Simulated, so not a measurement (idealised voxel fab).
process module | voxel released beams
cross-section cut | 275 nm wide | cells 5 nm
A cross-section is a grid of square cells, given in bands from the top down. A band is one or more rows of cells.
Each band's line starts with the height of the band's top and of its bottom, in nm. Then come its materials from left to right, each with its width in nm. One material with "throughout" fills the band from edge to edge. "air" is empty space.
Height 0 is the level under which the wafer as received is all one material. The lowest band goes on downwards, as in "0 down".
A width such as "30 to 40" changes by the same amount from each row of cells to the next, from the band's top row to its bottom row.
"no change" after a step means that no cell of the cross-section changed.
closed voids: empty space of 8 cells or more with no open way to the top, each as width x height at its distance from the left edge, in nm
after a step's settings: what the simulator itself notes on the step
overlay nm, on a step with a mask: how far to the right of its planned place the mask lay; to the left if negative
plan
1 op RECEIVE | material Si
2 op CONFORMAL_DEP | material Al2O3 | thk nm 5
3 op DIRECTIONAL_DEP | material SiO2 | thk nm 20
4 op MASKED_ETCH | tone open | mask id ANCHOR | width nm 25 | etch materials SiO2 | depth nm 20 | overlay nm 0
5 op CONFORMAL_DEP | material SiN | thk nm 10
6 op DIRECTIONAL_DEP | material aC | thk nm 10
7 op PATTERN | tone cover | mask id BEAM | material resist | width nm 75 | thk nm 25 | overlay nm 0
8 op DIRECTIONAL_ETCH | etch materials aC | depth nm 10
9 op STRIP | etch materials resist
10 op DIRECTIONAL_ETCH | etch materials SiN | depth nm 10
11 op STRIP | etch materials aC
12 op STRIP | etch materials SiO2
first wafer, as planned
as received, after step 1
  0 down: Si throughout
  closed voids: none
after step 2
  5 to 0: Al2O3 throughout
  below 0: unchanged
after step 3
  25 to 5: SiO2 throughout
  below 5: unchanged
after step 4
  25 to 5: SiO2 100 | air 25 | SiO2 150
  below 5: unchanged
after step 5
  35 to 25: SiN 110 | air 5 | SiN 160
  25 to 15: SiO2 100 | SiN 10 | air 5 | SiN 10 | SiO2 150
  15 to 5: SiO2 100 | SiN 25 | SiO2 150
  below 5: unchanged
after step 6
  45 to 35: aC 110 | air 5 | aC 160
  35 to 25: SiN 110 | air 5 | SiN 160
  25 to 15: SiO2 100 | SiN 10 | aC 5 | SiN 10 | SiO2 150
  below 15: unchanged
after step 7
  70 to 45: air 95 | resist 75 | air 105
  45 to 35: aC 110 | resist 5 | aC 160
  35 to 25: SiN 110 | resist 5 | SiN 160
  below 25: unchanged
after step 8
  60 to 45: air 95 | resist 75 | air 105
  45 to 35: air 95 | aC 15 | resist 5 | aC 55 | air 105
  below 35: unchanged
after step 9
  45 to 35: air 95 | aC 15 | air 5 | aC 55 | air 105
  35 to 25: SiN 110 | air 5 | SiN 160
  below 25: unchanged
after step 10
  45 to 35: air 95 | aC 15 | air 5 | aC 55 | air 105
  35 to 25: air 95 | SiN 15 | air 5 | SiN 55 | air 105
  below 25: unchanged
after step 11
  35 to 25: air 95 | SiN 15 | air 5 | SiN 55 | air 105
  25 to 15: SiO2 100 | SiN 10 | air 5 | SiN 10 | SiO2 150
  below 15: unchanged
after step 12
  35 to 25: air 95 | SiN 15 | air 5 | SiN 55 | air 105
  25 to 15: air 100 | SiN 10 | air 5 | SiN 10 | air 150
  15 to 5: air 100 | SiN 25 | air 150
  below 5: unchanged
second wafer: like start, like plan, one mistake. Through step 2 it matches the first wafer
when step 3 should have ended: no change
when step 4 should have ended: no change
when step 5 should have ended
  15 to 5: SiN throughout
  below 5: unchanged
when step 6 should have ended
  25 to 15: aC throughout
  below 15: unchanged
when step 7 should have ended
  50 to 25: air 95 | resist 75 | air 105
  below 25: unchanged
when step 8 should have ended
  40 to 25: air 95 | resist 75 | air 105
  25 to 15: air 95 | aC 75 | air 105
  below 15: unchanged
when step 9 should have ended
  25 to 15: air 95 | aC 75 | air 105
  below 15: unchanged
when step 10 should have ended
  25 to 15: air 95 | aC 75 | air 105
  15 to 5: air 95 | SiN 75 | air 105
  below 5: unchanged
when step 11 should have ended
  15 to 5: air 95 | SiN 75 | air 105
  below 5: unchanged
when step 12 should have ended: no change
what went wrong: step 3 was left out
at the end the second wafer has, in cells: 16 fewer of SiN
